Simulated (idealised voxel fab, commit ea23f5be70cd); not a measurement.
The following is a process module called voxel transistor to metal.
205 nm wide, 5 nm square cells: that's cross-section cut.
A cross-section is written here as square cells arranged in a grid, and it is given in bands from the top down, each band taking up one or more rows of cells. The band entry comprises the height of the band's top followed by the height of its bottom, expressed in nm, and subsequently the band's materials from left to right, each stated together with its width in nm. Where a single material is marked with the word "full width", that material fills the band from edge to edge. The word "empty" represents empty space. Height is counted from the level 0, under which the received wafer is composed throughout of one material. The lowest of the bands is not closed at the bottom but continues downward, in the notation "0 -> down". When a width is written as two numbers, as in "30->40", the first number is the width in the top row of cells of the band and the second is the width in its bottom row, and the width changes by the same amount from each row to the next. "no alterations made" for a step: no cell of the cross-section changed in that step. "Sealed internal cavities" - sealed voids, min. 8 cells, no opening to top; format: width x height at distance (distance from left edge; nm throughout). Formally, on a step line, whatever follows the settings is a remark that the simulator itself makes on the step. When a step includes a mask, the "overlay nm" setting on its line states how far to the right of its planned place that mask lay, and negative values state how far to the left.

### Process steps - plan
| 1 | RECEIVE [material Si] |
| 2 | CONFORMAL_DEP [material SiO2] [thk nm 5] |
| 3 | CONFORMAL_DEP [material SiN] [thk nm 15] |
| 4 | MASKED_ETCH [tone cover] [mask id ACTIVE] [width nm 95] [etch materials SiN] [depth nm 15] [overlay nm 0] |
| 5 | MASKED_ETCH [tone cover] [mask id ACTIVE] [width nm 95] [etch materials SiO2] [depth nm 5] [overlay nm 0] |
| 6 | MASKED_ETCH [tone cover] [mask id ACTIVE] [width nm 95] [etch materials Si] [depth nm 25] [overlay nm 0] |
| 7 | FILL_DEP [material SiO2] [thk nm 15] |
| 8 | CMP [height nm 20] |
| 9 | SELECTIVE_ETCH [etch materials SiO2] [depth nm 10] |
| 10 | STRIP [etch materials SiN] |
| 11 | SELECTIVE_ETCH [etch materials SiO2] [depth nm 5] |
| 12 | OXIDIZE [depth nm 5] |
| 13 | DIRECTIONAL_DEP [material polySi] [thk nm 25] |
| 14 | DIRECTIONAL_DEP [material SiCN] [thk nm 5] |
| 15 | PATTERN [tone cover] [mask id GATE] [material resist] [width nm 25] [thk nm 15] [overlay nm 0] |
| 16 | DIRECTIONAL_ETCH [etch materials SiCN] [depth nm 25] |
| 17 | DIRECTIONAL_ETCH [etch materials polySi] [depth nm 35] |
| 18 | STRIP [etch materials resist] |
| 19 | CONFORMAL_DEP [material SiN] [thk nm 10] |
| 20 | DIRECTIONAL_ETCH [etch materials SiN] [depth nm 10] |
| 21 | DIRECTIONAL_ETCH [etch materials SiO2] [depth nm 5] |
| 22 | EPI [material SiGe] [thk nm 5] |
| 23 | FILL_DEP [material SiO2] [thk nm 10] |
| 24 | CMP [height nm 40] |
| 25 | DIRECTIONAL_DEP [material SiO2] [thk nm 10] |
| 26 | PATTERN [tone open] [mask id CONTACT] [material resist] [width nm 25] [pitch nm 60] [thk nm 15] [overlay nm 0] |
| 27 | DIRECTIONAL_ETCH [etch materials SiO2] [depth nm 50] |
| 28 | STRIP [etch materials resist] |
| 29 | CONFORMAL_DEP [material TiN] [thk nm 5] |
| 30 | FILL_DEP [material Ru] [thk nm 10] |
| 31 | CMP [height nm 50] |
| 32 | CONFORMAL_DEP [material SiN] [thk nm 5] |
| 33 | DIRECTIONAL_DEP [material SiO2] [thk nm 15] |
| 34 | MASKED_ETCH [tone open] [mask id METAL_1] [width nm 15] [pitch nm 70] [etch materials SiO2] [depth nm 15] [overlay nm 0] |
| 35 | MASKED_ETCH [tone open] [mask id METAL_1] [width nm 15] [pitch nm 70] [etch materials SiN] [depth nm 5] [overlay nm 0] |
| 36 | CONFORMAL_DEP [material TiN] [thk nm 5] |
| 37 | FILL_DEP [material W] [thk nm 5] |
| 38 | CMP [height nm 70] |
| 39 | CONFORMAL_DEP [material SiCN] [thk nm 5] |
All wafers enter the flow in the same state. The thk nm at step 14 differs from wafer to wafer, and the plan gives the value for the first wafer.

### So this is the first of several wafers, cross-sectioned as it came to us, meaning it's at the end of step 1
	0 -> down = Si full width
	Sealed internal cavities: none

### Post step 39, the closing step of the module: first of several wafers, cross-sectioned
	75 -> 70 = SiCN full width
	70 -> 55 = SiO2=60 / TiN=5 / W=5 / TiN=5 / SiO2=55 / TiN=5 / W=5 / TiN=5 / SiO2=60
	55 -> 50 = SiN=60 / TiN=15 / SiN=55 / TiN=15 / SiN=60
	50 -> 35 = SiO2=60 / TiN=5 / Ru=15 / TiN=5 / SiO2=35 / TiN=5 / Ru=15 / TiN=5 / SiO2=60
	35 -> 30 = SiO2=60 / TiN=5 / Ru=10 / TiN=10 / SiO2=35 / TiN=10 / Ru=10 / TiN=5 / SiO2=60
	30 -> 25 = SiO2=60 / TiN=5 / Ru=10 / TiN=5 / SiN=10 / SiCN=25 / SiN=10 / TiN=5 / Ru=10 / TiN=5 / SiO2=60
	25 -> 5 = SiO2=60 / TiN=5 / Ru=10 / TiN=5 / SiN=10 / polySi=25 / SiN=10 / TiN=5 / Ru=10 / TiN=5 / SiO2=60
	5 -> 0 = SiO2=50 / SiN=10 / TiN=20 / SiN=10 / polySi=25 / SiN=10 / TiN=20 / SiN=10 / SiO2=50
	0 -> -5 = SiO2=60 / SiGe=20 / SiO2=45 / SiGe=20 / SiO2=60
	-5 -> -25 = SiO2=55 / Si=95 / SiO2=55
	-25 -> down = Si full width
	Sealed internal cavities: none

### Sectional view of the last wafer upon completion of the module
	75 -> 70 = SiCN full width
	70 -> 55 = SiO2=60 / TiN=5 / W=5 / TiN=5 / SiO2=55 / TiN=5 / W=5 / TiN=5 / SiO2=60
	55 -> 50 = SiN=60 / TiN=15 / SiN=55 / TiN=15 / SiN=60
	50 -> 40 = SiO2=60 / TiN=5 / Ru=15->10 / TiN=5->10 / SiO2=35 / TiN=5->10 / Ru=15->10 / TiN=5 / SiO2=60
	40 -> 35 = SiO2=60 / TiN=5 / Ru=10 / TiN=5 / SiN=10 / SiCN=25 / SiN=10 / TiN=5 / Ru=10 / TiN=5 / SiO2=60
	35 -> 30 = SiCN=50 / SiN=10 / TiN=20 / SiN=10 / SiCN=25 / SiN=10 / TiN=20 / SiN=10 / SiCN=50
	30 -> 25 = polySi=50 / SiCN=105 / polySi=50
	25 -> 5 = polySi full width
	5 -> 0 = SiO2=50 / polySi=105 / SiO2=50
	0 -> -5 = SiO2 full width
	-5 -> -25 = SiO2=55 / Si=95 / SiO2=55
	-25 -> down = Si full width
	Sealed internal cavities: none

### Gained (+) or lost (-) cells of each material since receipt, then closed voids: one row per wafer, at the end of the module
thk nm 5, +42 Ru, -129 Si, +46 SiCN, +8 SiGe, +63 SiN, +490 SiO2, +64 TiN, +6 W, +25 polySi, Sealed internal cavities: none
thk nm 10, +40 Ru, -129 Si, +51 SiCN, +8 SiGe, +67 SiN, +483 SiO2, +64 TiN, +6 W, +25 polySi, Sealed internal cavities: none
thk nm 15, +38 Ru, -129 Si, +56 SiCN, +8 SiGe, +71 SiN, +476 SiO2, +64 TiN, +6 W, +25 polySi, Sealed internal cavities: none
thk nm 20, +38 Ru, -129 Si, +56 SiCN, +8 SiGe, +71 SiN, +476 SiO2, +64 TiN, +6 W, +25 polySi, Sealed internal cavities: none
thk nm 25, +38 Ru, -129 Si, +56 SiCN, +8 SiGe, +71 SiN, +476 SiO2, +64 TiN, +6 W, +25 polySi, Sealed internal cavities: none
thk nm 30, +14 Ru, -129 Si, +92 SiCN, +47 SiN, +340 SiO2, +40 TiN, +6 W, +205 polySi, Sealed internal cavities: none
